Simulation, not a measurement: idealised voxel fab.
You're looking at the process module voxel trench capacitor.
We display cut, a cross-section 225 nm in width whose square cells are each 5 nm.
Cross-section, as written here: a square-cell grid given band by band from the top down, where a band holds one or more rows of cells. Band: top height; bottom height; in nm. Then, left to right: material with width in nm, for each material. "all across": a single material spanning edge to edge. "blank": empty space. Beneath 0, the wafer as received is one material, and that level is where height counting begins. The lowest band goes on downward without a bottom; it is written like "z 0 and below". A width such as "30..40" changes by the same amount from each row of cells to the next, from the band's top row to its bottom row. It should be understood that the words "no change occurred", when stated for a given step, signify that the cross-section underwent no change in any of its cells during that step. The entry "Sealed void inventory" lists the empty spaces that cover at least 8 cells and have no open path to the top. Each is written as width x height at distance, where the distance is measured from the left edge and all three values are in nm. Text after the settings on a step's line: the simulator's own remark on that step. The "overlay nm" setting may appear on a step's line; for a step that uses a mask, it gives how far to the right of its planned position the mask lay, and a negative value indicates the left.
# So here's the lineup of process steps we planned
1 RECEIVE: material Si
2 CONFORMAL_DEP: material SiN, thk nm 5
3 MASKED_ETCH: tone open, mask id TRENCH, width nm 25, pitch nm 50, etch materials SiN, depth nm 5, overlay nm 0
4 MASKED_ETCH: tone open, mask id TRENCH, width nm 25, pitch nm 50, etch materials Si, depth nm 40, overlay nm 0
5 CONFORMAL_DEP: material HfO2, thk nm 5
6 CONFORMAL_DEP: material TiN, thk nm 5
7 FILL_DEP: material W, thk nm 5
8 CMP: height nm 5
# What follows covers the first of two wafers; it ran as planned
# Step 1 complete: cross-section of the wafer as received
  z 0 and below | Si all across
  Sealed void inventory: none
# Once step 2 is through, the wafer looks like this in cross-section
  z 5 to 0 | SiN all across
  Anything lower than 0 is untouched.
# Once step 3 is through, the wafer looks like this in cross-section
  z 5 to 0 | SiN 25 | blank 25 | SiN 25 | blank 25 | SiN 25 | blank 25 | SiN 25 | blank 25 | SiN 25
  Anything lower than 0 is untouched.
# Once step 4 is through, the wafer looks like this in cross-section
  z 5 to 0 | SiN 25 | blank 25 | SiN 25 | blank 25 | SiN 25 | blank 25 | SiN 25 | blank 25 | SiN 25
  z 0 to -40 | Si 25 | blank 25 | Si 25 | blank 25 | Si 25 | blank 25 | Si 25 | blank 25 | Si 25
  Anything lower than -40 is untouched.
# Once step 5 is through, the wafer looks like this in cross-section
  z 10 to 5 | HfO2 30 | blank 15 | HfO2 35 | blank 15 | HfO2 35 | blank 15 | HfO2 35 | blank 15 | HfO2 30
  z 5 to 0 | SiN 25 | HfO2 5 | blank 15 | HfO2 5 | SiN 25 | HfO2 5 | blank 15 | HfO2 5 | SiN 25 | HfO2 5 | blank 15 | HfO2 5 | SiN 25 | HfO2 5 | blank 15 | HfO2 5 | SiN 25
  z 0 to -35 | Si 25 | HfO2 5 | blank 15 | HfO2 5 | Si 25 | HfO2 5 | blank 15 | HfO2 5 | Si 25 | HfO2 5 | blank 15 | HfO2 5 | Si 25 | HfO2 5 | blank 15 | HfO2 5 | Si 25
  z -35 to -40 | Si 25 | HfO2 25 | Si 25 | HfO2 25 | Si 25 | HfO2 25 | Si 25 | HfO2 25 | Si 25
  Anything lower than -40 is untouched.
# Once step 6 is through, the wafer looks like this in cross-section
  z 15 to 10 | TiN 35 | blank 5 | TiN 45 | blank 5 | TiN 45 | blank 5 | TiN 45 | blank 5 | TiN 35
  z 10 to 5 | HfO2 30 | TiN 5 | blank 5 | TiN 5 | HfO2 35 | TiN 5 | blank 5 | TiN 5 | HfO2 35 | TiN 5 | blank 5 | TiN 5 | HfO2 35 | TiN 5 | blank 5 | TiN 5 | HfO2 30
  z 5 to 0 | SiN 25 | HfO2 5 | TiN 5 | blank 5 | TiN 5 | HfO2 5 | SiN 25 | HfO2 5 | TiN 5 | blank 5 | TiN 5 | HfO2 5 | SiN 25 | HfO2 5 | TiN 5 | blank 5 | TiN 5 | HfO2 5 | SiN 25 | HfO2 5 | TiN 5 | blank 5 | TiN 5 | HfO2 5 | SiN 25
  z 0 to -30 | Si 25 | HfO2 5 | TiN 5 | blank 5 | TiN 5 | HfO2 5 | Si 25 | HfO2 5 | TiN 5 | blank 5 | TiN 5 | HfO2 5 | Si 25 | HfO2 5 | TiN 5 | blank 5 | TiN 5 | HfO2 5 | Si 25 | HfO2 5 | TiN 5 | blank 5 | TiN 5 | HfO2 5 | Si 25
  z -30 to -35 | Si 25 | HfO2 5 | TiN 15 | HfO2 5 | Si 25 | HfO2 5 | TiN 15 | HfO2 5 | Si 25 | HfO2 5 | TiN 15 | HfO2 5 | Si 25 | HfO2 5 | TiN 15 | HfO2 5 | Si 25
  Anything lower than -35 is untouched.
# Once step 7 is through, the wafer looks like this in cross-section
  z 20 to 15 | W all across
  z 15 to 10 | TiN 35 | W 5 | TiN 45 | W 5 | TiN 45 | W 5 | TiN 45 | W 5 | TiN 35
  z 10 to 5 | HfO2 30 | TiN 5 | W 5 | TiN 5 | HfO2 35 | TiN 5 | W 5 | TiN 5 | HfO2 35 | TiN 5 | W 5 | TiN 5 | HfO2 35 | TiN 5 | W 5 | TiN 5 | HfO2 30
  z 5 to 0 | SiN 25 | HfO2 5 | TiN 5 | W 5 | TiN 5 | HfO2 5 | SiN 25 | HfO2 5 | TiN 5 | W 5 | TiN 5 | HfO2 5 | SiN 25 | HfO2 5 | TiN 5 | W 5 | TiN 5 | HfO2 5 | SiN 25 | HfO2 5 | TiN 5 | W 5 | TiN 5 | HfO2 5 | SiN 25
  z 0 to -30 | Si 25 | HfO2 5 | TiN 5 | W 5 | TiN 5 | HfO2 5 | Si 25 | HfO2 5 | TiN 5 | W 5 | TiN 5 | HfO2 5 | Si 25 | HfO2 5 | TiN 5 | W 5 | TiN 5 | HfO2 5 | Si 25 | HfO2 5 | TiN 5 | W 5 | TiN 5 | HfO2 5 | Si 25
  Anything lower than -30 is untouched.
# Once step 8 is through, the wafer looks like this in cross-section
  z 5 to 0 | SiN 25 | HfO2 5 | TiN 5 | W 5 | TiN 5 | HfO2 5 | SiN 25 | HfO2 5 | TiN 5 | W 5 | TiN 5 | HfO2 5 | SiN 25 | HfO2 5 | TiN 5 | W 5 | TiN 5 | HfO2 5 | SiN 25 | HfO2 5 | TiN 5 | W 5 | TiN 5 | HfO2 5 | SiN 25
  Anything lower than 0 is untouched.
# Companion wafer, the second of two: same beginning, same intended sequence, one mistake in carrying it out; through step 3 inclusive it tracks the first exactly
# The second wafer in cross-section, at the planned close of step 4
  z 5 to 0 | SiN 25 | blank 25 | SiN 25 | blank 25 | SiN 25 | blank 25 | SiN 25 | blank 25 | SiN 25
  z 0 to -45 | Si 25 | blank 25 | Si 25 | blank 25 | Si 25 | blank 25 | Si 25 | blank 25 | Si 25
  Anything lower than -45 is untouched.
# The second wafer in cross-section, at the planned close of step 5
  z 10 to 5 | HfO2 30 | blank 15 | HfO2 35 | blank 15 | HfO2 35 | blank 15 | HfO2 35 | blank 15 | HfO2 30
  z 5 to 0 | SiN 25 | HfO2 5 | blank 15 | HfO2 5 | SiN 25 | HfO2 5 | blank 15 | HfO2 5 | SiN 25 | HfO2 5 | blank 15 | HfO2 5 | SiN 25 | HfO2 5 | blank 15 | HfO2 5 | SiN 25
  z 0 to -40 | Si 25 | HfO2 5 | blank 15 | HfO2 5 | Si 25 | HfO2 5 | blank 15 | HfO2 5 | Si 25 | HfO2 5 | blank 15 | HfO2 5 | Si 25 | HfO2 5 | blank 15 | HfO2 5 | Si 25
  z -40 to -45 | Si 25 | HfO2 25 | Si 25 | HfO2 25 | Si 25 | HfO2 25 | Si 25 | HfO2 25 | Si 25
  Anything lower than -45 is untouched.
# The second wafer in cross-section, at the planned close of step 6
  z 15 to 10 | TiN 35 | blank 5 | TiN 45 | blank 5 | TiN 45 | blank 5 | TiN 45 | blank 5 | TiN 35
  z 10 to 5 | HfO2 30 | TiN 5 | blank 5 | TiN 5 | HfO2 35 | TiN 5 | blank 5 | TiN 5 | HfO2 35 | TiN 5 | blank 5 | TiN 5 | HfO2 35 | TiN 5 | blank 5 | TiN 5 | HfO2 30
  z 5 to 0 | SiN 25 | HfO2 5 | TiN 5 | blank 5 | TiN 5 | HfO2 5 | SiN 25 | HfO2 5 | TiN 5 | blank 5 | TiN 5 | HfO2 5 | SiN 25 | HfO2 5 | TiN 5 | blank 5 | TiN 5 | HfO2 5 | SiN 25 | HfO2 5 | TiN 5 | blank 5 | TiN 5 | HfO2 5 | SiN 25
  z 0 to -35 | Si 25 | HfO2 5 | TiN 5 | blank 5 | TiN 5 | HfO2 5 | Si 25 | HfO2 5 | TiN 5 | blank 5 | TiN 5 | HfO2 5 | Si 25 | HfO2 5 | TiN 5 | blank 5 | TiN 5 | HfO2 5 | Si 25 | HfO2 5 | TiN 5 | blank 5 | TiN 5 | HfO2 5 | Si 25
  z -35 to -40 | Si 25 | HfO2 5 | TiN 15 | HfO2 5 | Si 25 | HfO2 5 | TiN 15 | HfO2 5 | Si 25 | HfO2 5 | TiN 15 | HfO2 5 | Si 25 | HfO2 5 | TiN 15 | HfO2 5 | Si 25
  Anything lower than -40 is untouched.
# The second wafer in cross-section, at the planned close of step 7
  z 20 to 15 | W all across
  z 15 to 10 | TiN 35 | W 5 | TiN 45 | W 5 | TiN 45 | W 5 | TiN 45 | W 5 | TiN 35
  z 10 to 5 | HfO2 30 | TiN 5 | W 5 | TiN 5 | HfO2 35 | TiN 5 | W 5 | TiN 5 | HfO2 35 | TiN 5 | W 5 | TiN 5 | HfO2 35 | TiN 5 | W 5 | TiN 5 | HfO2 30
  z 5 to 0 | SiN 25 | HfO2 5 | TiN 5 | W 5 | TiN 5 | HfO2 5 | SiN 25 | HfO2 5 | TiN 5 | W 5 | TiN 5 | HfO2 5 | SiN 25 | HfO2 5 | TiN 5 | W 5 | TiN 5 | HfO2 5 | SiN 25 | HfO2 5 | TiN 5 | W 5 | TiN 5 | HfO2 5 | SiN 25
  z 0 to -35 | Si 25 | HfO2 5 | TiN 5 | W 5 | TiN 5 | HfO2 5 | Si 25 | HfO2 5 | TiN 5 | W 5 | TiN 5 | HfO2 5 | Si 25 | HfO2 5 | TiN 5 | W 5 | TiN 5 | HfO2 5 | Si 25 | HfO2 5 | TiN 5 | W 5 | TiN 5 | HfO2 5 | Si 25
  Anything lower than -35 is untouched.
# The second wafer in cross-section, at the planned close of step 8
  z 5 to 0 | SiN 25 | HfO2 5 | TiN 5 | W 5 | TiN 5 | HfO2 5 | SiN 25 | HfO2 5 | TiN 5 | W 5 | TiN 5 | HfO2 5 | SiN 25 | HfO2 5 | TiN 5 | W 5 | TiN 5 | HfO2 5 | SiN 25 | HfO2 5 | TiN 5 | W 5 | TiN 5 | HfO2 5 | SiN 25
  Anything lower than 0 is untouched.
Heads up, the wafer didn't run the way we planned it: contrary to plan, step 4 was performed as MASKED_ETCH: tone open, mask id TRENCH, width nm 25, pitch nm 50, etch materials Si, depth nm 45, overlay nm 0
The second wafer ends with more or fewer cells of some materials than the first, per final count: +8 HfO2; -20 Si; +8 TiN; +4 W
